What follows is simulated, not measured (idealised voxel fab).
Presented below is a process module, voxel wiring stack.
210 nm wide, 5 nm square cells: that's cross-section cut.
A cross-section is a grid of square cells, given in bands from the top down. A band is one or more rows of cells. In this notation a band is specified by the heights of its top and bottom, in that order and in nm, after which its materials appear from left to right, each paired with its width in nm. The word "full width" attached to a single material means that material fills the band from edge to edge; the word "air" stands for empty space. The reference from which all heights are counted is 0, the level beneath which the as-received wafer is entirely one material; the lowest band, having no lower bound, proceeds downward and is written after the example "from 0 down". Width "30->40": first value at the band's top row of cells, second value at its bottom row, equal change from row to row. "no change occurred" after a step means that no cell of the cross-section changed. "Unvented voids" enumerates empty spaces isolated from the top, with no open way to it, that contain at least 8 cells, giving each as width x height at distance from the left edge, all three in nm. Read whatever lies past the settings on a step's line as the simulator's own remark about the step. overlay nm: for a step with a mask, the amount by which the mask lay right of where it was planned; a negative amount means left of it. If you're wondering how to read the rest of this, here's the deal. It's pairs of cross-sections: one from before a process step, one from after it. The after one is only drawn as far down as the lowest band that changed. Right under each pair you'll see which step sits between them and what its settings were. Don't read the pairs as one continuous story, though. They can come from different runs of this module on the same starting wafer, and a pair only carries on from the one above it where its entry headed "Ahead of processing" says so.
[Ahead of processing]
- from 145 to 125 = 65 of resist | 30 of air | 15 of resist | 30 of air | 70 of resist
- from 125 to 105 = 65 of lowk | 30 of air | 15 of lowk | 30 of air | 70 of lowk
- from 105 to 100 = 65 of SiN | 30 of air | 15 of SiN | 30 of air | 70 of SiN
- from 100 to 85 = 65 of SiO2 | 15 of Ru | 130 of SiO2
- from 85 to 80 = 65 of SiCN | 15 of Ru | 130 of SiCN
- from 80 to 65 = 65 of lowk | 5 of TiN | 20 of Cu | 5 of TiN | 20 of lowk | 5 of TiN | 15 of Cu | 5 of TiN | 70 of lowk
- from 65 to 60 = 65 of lowk | 5 of TiN | 5 of Cu | 20 of TiN | 20 of lowk | 25 of TiN | 70 of lowk
- from 60 to 50 = 65 of lowk | 5 of TiN | 5 of Cu | 5 of TiN | 130 of lowk
- from 50 to 45 = 65 of lowk | 15 of TiN | 130 of lowk
- from 45 to 40 = 70 of SiCN | 10 of TiN | 130 of SiCN
- from 40 to 15 = 65 of lowk | 5 of TiN | 20 of Cu | 5 of TiN | 15 of lowk | 5 of TiN | 20 of Cu | 5 of TiN | 70 of lowk
- from 15 to 10 = 65 of SiN | 30 of TiN | 15 of SiN | 30 of TiN | 70 of SiN
- from 10 to 0 = SiO2 full width
- from 0 down = Si full width
- Unvented voids: none
[Post-Step Cross-Section]
- from 125 to 105 = 65 of lowk | 30 of air | 15 of lowk | 30 of air | 70 of lowk
- Under 105: no change, same as before.
- Unvented voids: none
What was done to get from the before section above to the after section? STRIP with etch materials resist
Ahead of processing: the state before this step is the cross-section shown after the step in the pair just above.
[Post-Step Cross-Section]
- from 130 to 125 = 70 of TiN | 20 of air | 25 of TiN | 20 of air | 75 of TiN
- from 125 to 105 = 65 of lowk | 5 of TiN | 20 of air | 5 of TiN | 15 of lowk | 5 of TiN | 20 of air | 5 of TiN | 70 of lowk
- from 105 to 100 = 65 of SiN | 30 of TiN | 15 of SiN | 30 of TiN | 70 of SiN
- Under 100: no change, same as before.
- Unvented voids: none
What was done to get from the before section above to the after section? CONFORMAL_DEP with material TiN, thk nm 5
Ahead of processing: the state before this step is the cross-section shown after the step in the pair just above.
[Post-Step Cross-Section]
- from 135 to 130 = W full width
- from 130 to 125 = 70 of TiN | 20 of W | 25 of TiN | 20 of W | 75 of TiN
- from 125 to 105 = 65 of lowk | 5 of TiN | 20 of W | 5 of TiN | 15 of lowk | 5 of TiN | 20 of W | 5 of TiN | 70 of lowk
- Under 105: no change, same as before.
- Unvented voids: none
What was done to get from the before section above to the after section? FILL_DEP with material W, thk nm 5
Ahead of processing: the state before this step is the cross-section shown after the step in the pair just above.
[Post-Step Cross-Section]
- from 125 to 105 = 65 of lowk | 5 of TiN | 20 of W | 5 of TiN | 15 of lowk | 5 of TiN | 20 of W | 5 of TiN | 70 of lowk
- Under 105: no change, same as before.
- Unvented voids: none
What was done to get from the before section above to the after section? CMP with height nm 125
Ahead of processing: the state before this step is the cross-section shown after the step in the pair just above.
[Post-Step Cross-Section]
- from 130 to 125 = SiCN full width
- Under 125: no change, same as before.
- Unvented voids: none
What was done to get from the before section above to the after section? CONFORMAL_DEP with material SiCN, thk nm 5
[Ahead of processing]
- from 100 to 85 = 65 of SiO2 | 15 of air | 130 of SiO2
- from 85 to 80 = SiCN full width
- from 80 to 65 = 65 of lowk | 5 of TiN | 20 of Cu | 5 of TiN | 15 of lowk | 5 of TiN | 20 of Cu | 5 of TiN | 70 of lowk
- from 65 to 60 = 65 of lowk | 5 of TiN | 5 of Cu | 20 of TiN | 15 of lowk | 30 of TiN | 70 of lowk
- from 60 to 45 = 65 of lowk | 5 of TiN | 5 of Cu | 5 of TiN | 130 of lowk
- from 45 to 40 = 65 of SiCN | 15 of TiN | 130 of SiCN
- from 40 to 15 = 65 of lowk | 5 of TiN | 20 of Cu | 5 of TiN | 15 of lowk | 5 of TiN | 20 of Cu | 5 of TiN | 70 of lowk
- from 15 to 10 = 65 of SiN | 30 of TiN | 15 of SiN | 30 of TiN | 70 of SiN
- from 10 to 0 = SiO2 full width
- from 0 down = Si full width
- Unvented voids: none
[Post-Step Cross-Section]
- from 100 to 85 = 65 of SiO2 | 15 of air | 130 of SiO2
- from 85 to 80 = 70 of SiCN | 10 of air | 130 of SiCN
- Under 80: no change, same as before.
- Unvented voids: none
What was done to get from the before section above to the after section? MASKED_ETCH with tone open, mask id PLUG_2, width nm 15, etch materials SiCN, depth nm 5, overlay nm 5
Ahead of processing: the state before this step is the cross-section shown after the step in the pair just above.
[Post-Step Cross-Section]
- from 100 to 90 = 65 of SiO2 | 15 of air | 130 of SiO2
- from 90 to 85 = 65 of SiO2 | 15 of Ru | 130 of SiO2
- from 85 to 80 = 70 of SiCN | 10 of Ru | 130 of SiCN
- Under 80: no change, same as before.
- Unvented voids: none
What was done to get from the before section above to the after section? EPI with material Ru, thk nm 10
Ahead of processing: the state before this step is the cross-section shown after the step in the pair just above.
[Post-Step Cross-Section]
- from 100 to 85 = 65 of SiO2 | 15 of Ru | 130 of SiO2
- Under 85: no change, same as before.
- Unvented voids: none
What was done to get from the before section above to the after section? EPI with material Ru, thk nm 10
Ahead of processing: the state before this step is the cross-section shown after the step in the pair just above.
[Post-Step Cross-Section]
- from 105 to 100 = SiN full width
- Under 100: no change, same as before.
- Unvented voids: none
What was done to get from the before section above to the after section? CONFORMAL_DEP with material SiN, thk nm 5
Ahead of processing: the state before this step is the cross-section shown after the step in the pair just above.
[Post-Step Cross-Section]
- from 125 to 105 = lowk full width
- Under 105: no change, same as before.
- Unvented voids: none
What was done to get from the before section above to the after section? DIRECTIONAL_DEP with material lowk, thk nm 20
Ahead of processing: the state before this step is the cross-section shown after the step in the pair just above.
[Post-Step Cross-Section]
- from 145 to 125 = 65 of resist | 30 of air | 15 of resist | 30 of air | 70 of resist
- Under 125: no change, same as before.
- Unvented voids: none
What was done to get from the before section above to the after section? PATTERN with tone open, mask id METAL_3, material resist, width nm 30, pitch nm 45, thk nm 20, overlay nm 0
Ahead of processing: the state before this step is the cross-section shown after the step in the pair just above.
[Post-Step Cross-Section]
- from 145 to 125 = 65 of resist | 30 of air | 15 of resist | 30 of air | 70 of resist
- from 125 to 105 = 65 of lowk | 30 of air | 15 of lowk | 30 of air | 70 of lowk
- Under 105: no change, same as before.
- Unvented voids: none
What was done to get from the before section above to the after section? DIRECTIONAL_ETCH with etch materials lowk, depth nm 20
Ahead of processing: the state before this step is the cross-section shown after the step in the pair just above.
[Post-Step Cross-Section]
- from 145 to 125 = 65 of resist | 30 of air | 15 of resist | 30 of air | 70 of resist
- from 125 to 105 = 65 of lowk | 30 of air | 15 of lowk | 30 of air | 70 of lowk
- from 105 to 100 = 65 of SiN | 30 of air | 15 of SiN | 30 of air | 70 of SiN
- Under 100: no change, same as before.
- Unvented voids: none
What was done to get from the before section above to the after section? DIRECTIONAL_ETCH with etch materials SiN, depth nm 5
Ahead of processing: the state before this step is the cross-section shown after the step in the pair just above.
[Post-Step Cross-Section]
- from 125 to 105 = 65 of lowk | 30 of air | 15 of lowk | 30 of air | 70 of lowk
- Under 105: no change, same as before.
- Unvented voids: none
What was done to get from the before section above to the after section? STRIP with etch materials resist
Ahead of processing: the state before this step is the cross-section shown after the step in the pair just above.
[Post-Step Cross-Section]
- from 130 to 125 = 70 of TiN | 20 of air | 25 of TiN | 20 of air | 75 of TiN
- from 125 to 105 = 65 of lowk | 5 of TiN | 20 of air | 5 of TiN | 15 of lowk | 5 of TiN | 20 of air | 5 of TiN | 70 of lowk
- from 105 to 100 = 65 of SiN | 30 of TiN | 15 of SiN | 30 of TiN | 70 of SiN
- Under 100: no change, same as before.
- Unvented voids: none
What was done to get from the before section above to the after section? CONFORMAL_DEP with material TiN, thk nm 5
Ahead of processing: the state before this step is the cross-section shown after the step in the pair just above.
[Post-Step Cross-Section]
- from 135 to 130 = W full width
- from 130 to 125 = 70 of TiN | 20 of W | 25 of TiN | 20 of W | 75 of TiN
- from 125 to 105 = 65 of lowk | 5 of TiN | 20 of W | 5 of TiN | 15 of lowk | 5 of TiN | 20 of W | 5 of TiN | 70 of lowk
- Under 105: no change, same as before.
- Unvented voids: none
What was done to get from the before section above to the after section? FILL_DEP with material W, thk nm 5
Ahead of processing: the state before this step is the cross-section shown after the step in the pair just above.
[Post-Step Cross-Section]
- from 125 to 105 = 65 of lowk | 5 of TiN | 20 of W | 5 of TiN | 15 of lowk | 5 of TiN | 20 of W | 5 of TiN | 70 of lowk
- Under 105: no change, same as before.
- Unvented voids: none
What was done to get from the before section above to the after section? CMP with height nm 125
Ahead of processing: the state before this step is the cross-section shown after the step in the pair just above.
[Post-Step Cross-Section]
- from 130 to 125 = SiCN full width
- Under 125: no change, same as before.
- Unvented voids: none
What was done to get from the before section above to the after section? CONFORMAL_DEP with material SiCN, thk nm 5
[Ahead of processing]
- from 45 to 40 = 70 of TiN | 20 of air | 25 of TiN | 20 of air | 75 of TiN
- from 40 to 15 = 65 of lowk | 5 of TiN | 20 of air | 5 of TiN | 15 of lowk | 5 of TiN | 20 of air | 5 of TiN | 70 of lowk
- from 15 to 10 = 65 of SiN | 30 of TiN | 15 of SiN | 30 of TiN | 70 of SiN
- from 10 to 0 = SiO2 full width
- from 0 down = Si full width
- Unvented voids: none
[Post-Step Cross-Section]
- from 50 to 45 = SiCN full width
- from 45 to 40 = 70 of TiN | 20 of SiCN | 25 of TiN | 20 of SiCN | 75 of TiN
- from 40 to 15 = 65 of lowk | 5 of TiN | 20 of SiCN | 5 of TiN | 15 of lowk | 5 of TiN | 20 of SiCN | 5 of TiN | 70 of lowk
- Under 15: no change, same as before.
- Unvented voids: none
What was done to get from the before section above to the after section? FILL_DEP with material SiCN, thk nm 5
Ahead of processing: the state before this step is the cross-section shown after the step in the pair just above.
[Post-Step Cross-Section]
- from 40 to 15 = 65 of lowk | 5 of TiN | 20 of SiCN | 5 of TiN | 15 of lowk | 5 of TiN | 20 of SiCN | 5 of TiN | 70 of lowk
- Under 15: no change, same as before.
- Unvented voids: none
What was done to get from the before section above to the after section? CMP with height nm 40
Ahead of processing: the state before this step is the cross-section shown after the step in the pair just above.
[Post-Step Cross-Section]
- from 45 to 40 = SiCN full width
- Under 40: no change, same as before.
- Unvented voids: none
What was done to get from the before section above to the after section? CONFORMAL_DEP with material SiCN, thk nm 5
Ahead of processing: the state before this step is the cross-section shown after the step in the pair just above.
[Post-Step Cross-Section]
- from 80 to 45 = lowk full width
- Under 45: no change, same as before.
- Unvented voids: none
What was done to get from the before section above to the after section? DIRECTIONAL_DEP with material lowk, thk nm 35
Ahead of processing: the state before this step is the cross-section shown after the step in the pair just above.
[Post-Step Cross-Section]
- from 95 to 80 = aC full width
- Under 80: no change, same as before.
- Unvented voids: none
What was done to get from the before section above to the after section? DIRECTIONAL_DEP with material aC, thk nm 15
Ahead of processing: the state before this step is the cross-section shown after the step in the pair just above.
[Post-Step Cross-Section]
- from 130 to 95 = 65 of resist | 15 of air | 130 of resist
- Under 95: no change, same as before.
- Unvented voids: none
What was done to get from the before section above to the after section? PATTERN with tone open, mask id METAL_2_HOLES, material resist, width nm 15, thk nm 35, overlay nm 0
Ahead of processing: the state before this step is the cross-section shown after the step in the pair just above.
[Post-Step Cross-Section]
- from 115 to 95 = 65 of resist | 15 of air | 130 of resist
- from 95 to 80 = 65 of aC | 15 of air | 130 of aC
- Under 80: no change, same as before.
- Unvented voids: none
What was done to get from the before section above to the after section? DIRECTIONAL_ETCH with etch materials aC, depth nm 15
Ahead of processing: the state before this step is the cross-section shown after the step in the pair just above.
[Post-Step Cross-Section]
- from 95 to 80 = 65 of aC | 15 of air | 130 of aC
- Under 80: no change, same as before.
- Unvented voids: none
What was done to get from the before section above to the after section? STRIP with etch materials resist
Ahead of processing: the state before this step is the cross-section shown after the step in the pair just above.
[Post-Step Cross-Section]
- from 95 to 80 = 65 of aC | 15 of air | 130 of aC
- from 80 to 45 = 65 of lowk | 15 of air | 130 of lowk
- Under 45: no change, same as before.
- Unvented voids: none
What was done to get from the before section above to the after section? DIRECTIONAL_ETCH with etch materials lowk, depth nm 35
Ahead of processing: the state before this step is the cross-section shown after the step in the pair just above.
[Post-Step Cross-Section]
- from 80 to 45 = 65 of lowk | 15 of air | 130 of lowk
- Under 45: no change, same as before.
- Unvented voids: none
What was done to get from the before section above to the after section? STRIP with etch materials aC
Ahead of processing: the state before this step is the cross-section shown after the step in the pair just above.
[Post-Step Cross-Section]
- from 95 to 80 = 65 of aC | 15 of air | 130 of aC
- from 80 to 60 = 65 of lowk | 15 of air | 130 of lowk
- from 60 to 45 = 65 of lowk | 15 of aC | 130 of lowk
- Under 45: no change, same as before.
- Unvented voids: none
What was done to get from the before section above to the after section? DIRECTIONAL_DEP with material aC, thk nm 15
Ahead of processing: the state before this step is the cross-section shown after the step in the pair just above.
[Post-Step Cross-Section]
- from 125 to 95 = 65 of resist | 30 of air | 15 of resist | 30 of air | 70 of resist
- Under 95: no change, same as before.
- Unvented voids: none
What was done to get from the before section above to the after section? PATTERN with tone open, mask id METAL_2, material resist, width nm 30, pitch nm 45, thk nm 30, overlay nm 0
Ahead of processing: the state before this step is the cross-section shown after the step in the pair just above.
[Post-Step Cross-Section]
- from 110 to 95 = 65 of resist | 30 of air | 15 of resist | 30 of air | 70 of resist
- from 95 to 80 = 65 of aC | 30 of air | 15 of aC | 30 of air | 70 of aC
- from 80 to 45 = 65 of lowk | 15 of air | 130 of lowk
- Under 45: no change, same as before.
- Unvented voids: none
What was done to get from the before section above to the after section? DIRECTIONAL_ETCH with etch materials aC, depth nm 15
Ahead of processing: the state before this step is the cross-section shown after the step in the pair just above.
[Post-Step Cross-Section]
- from 95 to 80 = 65 of aC | 30 of air | 15 of aC | 30 of air | 70 of aC
- Under 80: no change, same as before.
- Unvented voids: none
What was done to get from the before section above to the after section? STRIP with etch materials resist
Ahead of processing: the state before this step is the cross-section shown after the step in the pair just above.
[Post-Step Cross-Section]
- from 95 to 80 = 65 of aC | 30 of air | 15 of aC | 30 of air | 70 of aC
- from 80 to 60 = 65 of lowk | 30 of air | 15 of lowk | 30 of air | 70 of lowk
- Under 60: no change, same as before.
- Unvented voids: none
What was done to get from the before section above to the after section? DIRECTIONAL_ETCH with etch materials lowk, depth nm 20
Ahead of processing: the state before this step is the cross-section shown after the step in the pair just above.
[Post-Step Cross-Section]
- from 95 to 80 = 65 of aC | 30 of air | 15 of aC | 30 of air | 70 of aC
- from 80 to 60 = 65 of lowk | 30 of air | 15 of lowk | 30 of air | 70 of lowk
- from 60 to 45 = 65 of lowk | 15 of air | 130 of lowk
- from 45 to 40 = 65 of SiCN | 15 of air | 130 of SiCN
- Under 40: no change, same as before.
- Unvented voids: none
What was done to get from the before section above to the after section? DIRECTIONAL_ETCH with etch materials SiCN, depth nm 5
Ahead of processing: the state before this step is the cross-section shown after the step in the pair just above.
[Post-Step Cross-Section]
- from 80 to 60 = 65 of lowk | 30 of air | 15 of lowk | 30 of air | 70 of lowk
- Under 60: no change, same as before.
- Unvented voids: none
What was done to get from the before section above to the after section? STRIP with etch materials aC
Ahead of processing: the state before this step is the cross-section shown after the step in the pair just above.
[Post-Step Cross-Section]
- from 85 to 80 = 70 of TiN | 20 of air | 25 of TiN | 20 of air | 75 of TiN
- from 80 to 65 = 65 of lowk | 5 of TiN | 20 of air | 5 of TiN | 15 of lowk | 5 of TiN | 20 of air | 5 of TiN | 70 of lowk
- from 65 to 60 = 65 of lowk | 5 of TiN | 5 of air | 20 of TiN | 15 of lowk | 30 of TiN | 70 of lowk
- from 60 to 45 = 65 of lowk | 5 of TiN | 5 of air | 5 of TiN | 130 of lowk
- from 45 to 40 = 65 of SiCN | 15 of TiN | 130 of SiCN
- Under 40: no change, same as before.
- Unvented voids: none
What was done to get from the before section above to the after section? CONFORMAL_DEP with material TiN, thk nm 5
Ahead of processing: the state before this step is the cross-section shown after the step in the pair just above.
[Post-Step Cross-Section]
- from 90 to 85 = Cu full width
- from 85 to 80 = 70 of TiN | 20 of Cu | 25 of TiN | 20 of Cu | 75 of TiN
- from 80 to 65 = 65 of lowk | 5 of TiN | 20 of Cu | 5 of TiN | 15 of lowk | 5 of TiN | 20 of Cu | 5 of TiN | 70 of lowk
- from 65 to 60 = 65 of lowk | 5 of TiN | 5 of Cu | 20 of TiN | 15 of lowk | 30 of TiN | 70 of lowk
- from 60 to 45 = 65 of lowk | 5 of TiN | 5 of Cu | 5 of TiN | 130 of lowk
- Under 45: no change, same as before.
- Unvented voids: none
What was done to get from the before section above to the after section? FILL_DEP with material Cu, thk nm 5
Ahead of processing: the state before this step is the cross-section shown after the step in the pair just above.
[Post-Step Cross-Section]
- from 80 to 65 = 65 of lowk | 5 of TiN | 20 of Cu | 5 of TiN | 15 of lowk | 5 of TiN | 20 of Cu | 5 of TiN | 70 of lowk
- Under 65: no change, same as before.
- Unvented voids: none
What was done to get from the before section above to the after section? CMP with height nm 80
Ahead of processing: the state before this step is the cross-section shown after the step in the pair just above.
[Post-Step Cross-Section]
- from 85 to 80 = SiCN full width
- Under 80: no change, same as before.
- Unvented voids: none
What was done to get from the before section above to the after section? CONFORMAL_DEP with material SiCN, thk nm 5
Ahead of processing: the state before this step is the cross-section shown after the step in the pair just above.
[Post-Step Cross-Section]
- from 100 to 85 = SiO2 full width
- Under 85: no change, same as before.
- Unvented voids: none
What was done to get from the before section above to the after section? DIRECTIONAL_DEP with material SiO2, thk nm 15
Ahead of processing: the state before this step is the cross-section shown after the step in the pair just above.
[Post-Step Cross-Section]
- from 100 to 85 = 65 of SiO2 | 15 of air | 130 of SiO2
- Under 85: no change, same as before.
- Unvented voids: none
What was done to get from the before section above to the after section? MASKED_ETCH with tone open, mask id PLUG_2, width nm 15, etch materials SiO2, depth nm 15, overlay nm 0
Ahead of processing: the state before this step is the cross-section shown after the step in the pair just above.
[Post-Step Cross-Section]
- from 100 to 85 = 65 of SiO2 | 15 of air | 130 of SiO2
- from 85 to 80 = 65 of SiCN | 15 of air | 130 of SiCN
- Under 80: no change, same as before.
- Unvented voids: none
What was done to get from the before section above to the after section? MASKED_ETCH with tone open, mask id PLUG_2, width nm 15, etch materials SiCN, depth nm 5, overlay nm 0
Ahead of processing: the state before this step is the cross-section shown after the step in the pair just above.
[Post-Step Cross-Section]
- from 100 to 90 = 65 of SiO2 | 15 of air | 130 of SiO2
- from 90 to 85 = 65 of SiO2 | 15 of Ru | 130 of SiO2
- from 85 to 80 = 65 of SiCN | 15 of Ru | 130 of SiCN
- Under 80: no change, same as before.
- Unvented voids: none
What was done to get from the before section above to the after section? EPI with material Ru, thk nm 10
Ahead of processing: the state before this step is the cross-section shown after the step in the pair just above.
[Post-Step Cross-Section]
- from 100 to 85 = 65 of SiO2 | 15 of Ru | 130 of SiO2
- Under 85: no change, same as before.
- Unvented voids: none
What was done to get from the before section above to the after section? EPI with material Ru, thk nm 10
Ahead of processing: the state before this step is the cross-section shown after the step in the pair just above.
[Post-Step Cross-Section]
- from 105 to 100 = SiN full width
- Under 100: no change, same as before.
- Unvented voids: none
What was done to get from the before section above to the after section? CONFORMAL_DEP with material SiN, thk nm 5
Ahead of processing: the state before this step is the cross-section shown after the step in the pair just above.
[Post-Step Cross-Section]
- from 125 to 105 = lowk full width
- Under 105: no change, same as before.
- Unvented voids: none
What was done to get from the before section above to the after section? DIRECTIONAL_DEP with material lowk, thk nm 20
Ahead of processing: the state before this step is the cross-section shown after the step in the pair just above.
[Post-Step Cross-Section]
- from 145 to 125 = 65 of resist | 30 of air | 15 of resist | 30 of air | 70 of resist
- Under 125: no change, same as before.
- Unvented voids: none
What was done to get from the before section above to the after section? PATTERN with tone open, mask id METAL_3, material resist, width nm 30, pitch nm 45, thk nm 20, overlay nm 0
Ahead of processing: the state before this step is the cross-section shown after the step in the pair just above.
[Post-Step Cross-Section]
- from 145 to 125 = 65 of resist | 30 of air | 15 of resist | 30 of air | 70 of resist
- from 125 to 105 = 65 of lowk | 30 of air | 15 of lowk | 30 of air | 70 of lowk
- Under 105: no change, same as before.
- Unvented voids: none
What was done to get from the before section above to the after section? DIRECTIONAL_ETCH with etch materials lowk, depth nm 20
Ahead of processing: the state before this step is the cross-section shown after the step in the pair just above.
[Post-Step Cross-Section]
- from 145 to 125 = 65 of resist | 30 of air | 15 of resist | 30 of air | 70 of resist
- from 125 to 105 = 65 of lowk | 30 of air | 15 of lowk | 30 of air | 70 of lowk
- from 105 to 100 = 65 of SiN | 30 of air | 15 of SiN | 30 of air | 70 of SiN
- Under 100: no change, same as before.
- Unvented voids: none
What was done to get from the before section above to the after section? DIRECTIONAL_ETCH with etch materials SiN, depth nm 5
Ahead of processing: the state before this step is the cross-section shown after the step in the pair just above.
[Post-Step Cross-Section]
- from 125 to 105 = 65 of lowk | 30 of air | 15 of lowk | 30 of air | 70 of lowk
- Under 105: no change, same as before.
- Unvented voids: none
What was done to get from the before section above to the after section? STRIP with etch materials resist
Ahead of processing: the state before this step is the cross-section shown after the step in the pair just above.
[Post-Step Cross-Section]
- from 130 to 125 = 70 of TiN | 20 of air | 25 of TiN | 20 of air | 75 of TiN
- from 125 to 105 = 65 of lowk | 5 of TiN | 20 of air | 5 of TiN | 15 of lowk | 5 of TiN | 20 of air | 5 of TiN | 70 of lowk
- from 105 to 100 = 65 of SiN | 30 of TiN | 15 of SiN | 30 of TiN | 70 of SiN
- Under 100: no change, same as before.
- Unvented voids: none
What was done to get from the before section above to the after section? CONFORMAL_DEP with material TiN, thk nm 5
Ahead of processing: the state before this step is the cross-section shown after the step in the pair just above.
[Post-Step Cross-Section]
- from 135 to 130 = W full width
- from 130 to 125 = 70 of TiN | 20 of W | 25 of TiN | 20 of W | 75 of TiN
- from 125 to 105 = 65 of lowk | 5 of TiN | 20 of W | 5 of TiN | 15 of lowk | 5 of TiN | 20 of W | 5 of TiN | 70 of lowk
- Under 105: no change, same as before.
- Unvented voids: none
What was done to get from the before section above to the after section? FILL_DEP with material W, thk nm 5
Ahead of processing: the state before this step is the cross-section shown after the step in the pair just above.
[Post-Step Cross-Section]
- from 125 to 105 = 65 of lowk | 5 of TiN | 20 of W | 5 of TiN | 15 of lowk | 5 of TiN | 20 of W | 5 of TiN | 70 of lowk
- Under 105: no change, same as before.
- Unvented voids: none
What was done to get from the before section above to the after section? CMP with height nm 125
Ahead of processing: the state before this step is the cross-section shown after the step in the pair just above.
[Post-Step Cross-Section]
- from 130 to 125 = SiCN full width
- Under 125: no change, same as before.
- Unvented voids: none
What was done to get from the before section above to the after section? CONFORMAL_DEP with material SiCN, thk nm 5
[Ahead of processing]
- from 55 to 40 = aC full width
- from 40 to 15 = lowk full width
- from 15 to 10 = SiN full width
- from 10 to 0 = SiO2 full width
- from 0 down = Si full width
- Unvented voids: none
[Post-Step Cross-Section]
- from 85 to 55 = 65 of air | 30 of resist | 15 of air | 30 of resist | 70 of air
- Under 55: no change, same as before.
- Unvented voids: none
What was done to get from the before section above to the after section? PATTERN with tone cover, mask id METAL_1, material resist, width nm 30, pitch nm 45, thk nm 30, overlay nm 0
Ahead of processing: the state before this step is the cross-section shown after the step in the pair just above.
[Post-Step Cross-Section]
- from 70 to 55 = 65 of air | 30 of resist | 15 of air | 30 of resist | 70 of air
- from 55 to 40 = 65 of air | 30 of aC | 15 of air | 30 of aC | 70 of air
- Under 40: no change, same as before.
- Unvented voids: none
What was done to get from the before section above to the after section? DIRECTIONAL_ETCH with etch materials aC, depth nm 15
Ahead of processing: the state before this step is the cross-section shown after the step in the pair just above.
[Post-Step Cross-Section]
- from 55 to 40 = 65 of air | 30 of aC | 15 of air | 30 of aC | 70 of air
- Under 40: no change, same as before.
- Unvented voids: none
What was done to get from the before section above to the after section? STRIP with etch materials resist
Ahead of processing: the state before this step is the cross-section shown after the step in the pair just above.
[Post-Step Cross-Section]
- from 55 to 40 = 65 of air | 30 of aC | 15 of air | 30 of aC | 70 of air
- from 40 to 15 = 65 of air | 30 of lowk | 15 of air | 30 of lowk | 70 of air
- Under 15: no change, same as before.
- Unvented voids: none
What was done to get from the before section above to the after section? DIRECTIONAL_ETCH with etch materials lowk, depth nm 25
Ahead of processing: the state before this step is the cross-section shown after the step in the pair just above.
[Post-Step Cross-Section]
- from 55 to 40 = 65 of air | 30 of aC | 15 of air | 30 of aC | 70 of air
- from 40 to 15 = 65 of air | 30 of lowk | 15 of air | 30 of lowk | 70 of air
- from 15 to 10 = 65 of air | 30 of SiN | 15 of air | 30 of SiN | 70 of air
- Under 10: no change, same as before.
- Unvented voids: none
What was done to get from the before section above to the after section? DIRECTIONAL_ETCH with etch materials SiN, depth nm 5
Ahead of processing: the state before this step is the cross-section shown after the step in the pair just above.
[Post-Step Cross-Section]
- from 40 to 15 = 65 of air | 30 of lowk | 15 of air | 30 of lowk | 70 of air
- Under 15: no change, same as before.
- Unvented voids: none
What was done to get from the before section above to the after section? STRIP with etch materials aC
Ahead of processing: the state before this step is the cross-section shown after the step in the pair just above.
[Post-Step Cross-Section]
- from 45 to 40 = 60 of air | 40 of TiN | 5 of air | 40 of TiN | 65 of air
- from 40 to 15 = 60 of air | 5 of TiN | 30 of lowk | 5 of TiN | 5 of air | 5 of TiN | 30 of lowk | 5 of TiN | 65 of air
- from 15 to 10 = 65 of TiN | 30 of SiN | 15 of TiN | 30 of SiN | 70 of TiN
- Under 10: no change, same as before.
- Unvented voids: none
What was done to get from the before section above to the after section? CONFORMAL_DEP with material TiN, thk nm 5
Ahead of processing: the state before this step is the cross-section shown after the step in the pair just above.
[Post-Step Cross-Section]
- from 50 to 45 = Cu full width
- from 45 to 40 = 60 of Cu | 40 of TiN | 5 of Cu | 40 of TiN | 65 of Cu
- from 40 to 15 = 60 of Cu | 5 of TiN | 30 of lowk | 5 of TiN | 5 of Cu | 5 of TiN | 30 of lowk | 5 of TiN | 65 of Cu
- Under 15: no change, same as before.
- Unvented voids: none
What was done to get from the before section above to the after section? FILL_DEP with material Cu, thk nm 5
Ahead of processing: the state before this step is the cross-section shown after the step in the pair just above.
[Post-Step Cross-Section]
- from 40 to 15 = 60 of Cu | 5 of TiN | 30 of lowk | 5 of TiN | 5 of Cu | 5 of TiN | 30 of lowk | 5 of TiN | 65 of Cu
- Under 15: no change, same as before.
- Unvented voids: none
What was done to get from the before section above to the after section? CMP with height nm 40
Ahead of processing: the state before this step is the cross-section shown after the step in the pair just above.
[Post-Step Cross-Section]
- from 45 to 40 = SiCN full width
- Under 40: no change, same as before.
- Unvented voids: none
What was done to get from the before section above to the after section? CONFORMAL_DEP with material SiCN, thk nm 5
Ahead of processing: the state before this step is the cross-section shown after the step in the pair just above.
[Post-Step Cross-Section]
- from 80 to 45 = lowk full width
- Under 45: no change, same as before.
- Unvented voids: none
What was done to get from the before section above to the after section? DIRECTIONAL_DEP with material lowk, thk nm 35
Ahead of processing: the state before this step is the cross-section shown after the step in the pair just above.
[Post-Step Cross-Section]
- from 95 to 80 = aC full width
- Under 80: no change, same as before.
- Unvented voids: none
What was done to get from the before section above to the after section? DIRECTIONAL_DEP with material aC, thk nm 15
Ahead of processing: the state before this step is the cross-section shown after the step in the pair just above.
[Post-Step Cross-Section]
- from 130 to 95 = 65 of resist | 15 of air | 130 of resist
- Under 95: no change, same as before.
- Unvented voids: none
What was done to get from the before section above to the after section? PATTERN with tone open, mask id METAL_2_HOLES, material resist, width nm 15, thk nm 35, overlay nm 0
Ahead of processing: the state before this step is the cross-section shown after the step in the pair just above.
[Post-Step Cross-Section]
- from 115 to 95 = 65 of resist | 15 of air | 130 of resist
- from 95 to 80 = 65 of aC | 15 of air | 130 of aC
- Under 80: no change, same as before.
- Unvented voids: none
What was done to get from the before section above to the after section? DIRECTIONAL_ETCH with etch materials aC, depth nm 15
Ahead of processing: the state before this step is the cross-section shown after the step in the pair just above.
[Post-Step Cross-Section]
- from 95 to 80 = 65 of aC | 15 of air | 130 of aC
- Under 80: no change, same as before.
- Unvented voids: none
What was done to get from the before section above to the after section? STRIP with etch materials resist
Ahead of processing: the state before this step is the cross-section shown after the step in the pair just above.
[Post-Step Cross-Section]
- from 95 to 80 = 65 of aC | 15 of air | 130 of aC
- from 80 to 45 = 65 of lowk | 15 of air | 130 of lowk
- Under 45: no change, same as before.
- Unvented voids: none
What was done to get from the before section above to the after section? DIRECTIONAL_ETCH with etch materials lowk, depth nm 35
Ahead of processing: the state before this step is the cross-section shown after the step in the pair just above.
[Post-Step Cross-Section]
- from 80 to 45 = 65 of lowk | 15 of air | 130 of lowk
- Under 45: no change, same as before.
- Unvented voids: none
What was done to get from the before section above to the after section? STRIP with etch materials aC
Ahead of processing: the state before this step is the cross-section shown after the step in the pair just above.
[Post-Step Cross-Section]
- from 95 to 80 = 65 of aC | 15 of air | 130 of aC
- from 80 to 60 = 65 of lowk | 15 of air | 130 of lowk
- from 60 to 45 = 65 of lowk | 15 of aC | 130 of lowk
- Under 45: no change, same as before.
- Unvented voids: none
What was done to get from the before section above to the after section? DIRECTIONAL_DEP with material aC, thk nm 15
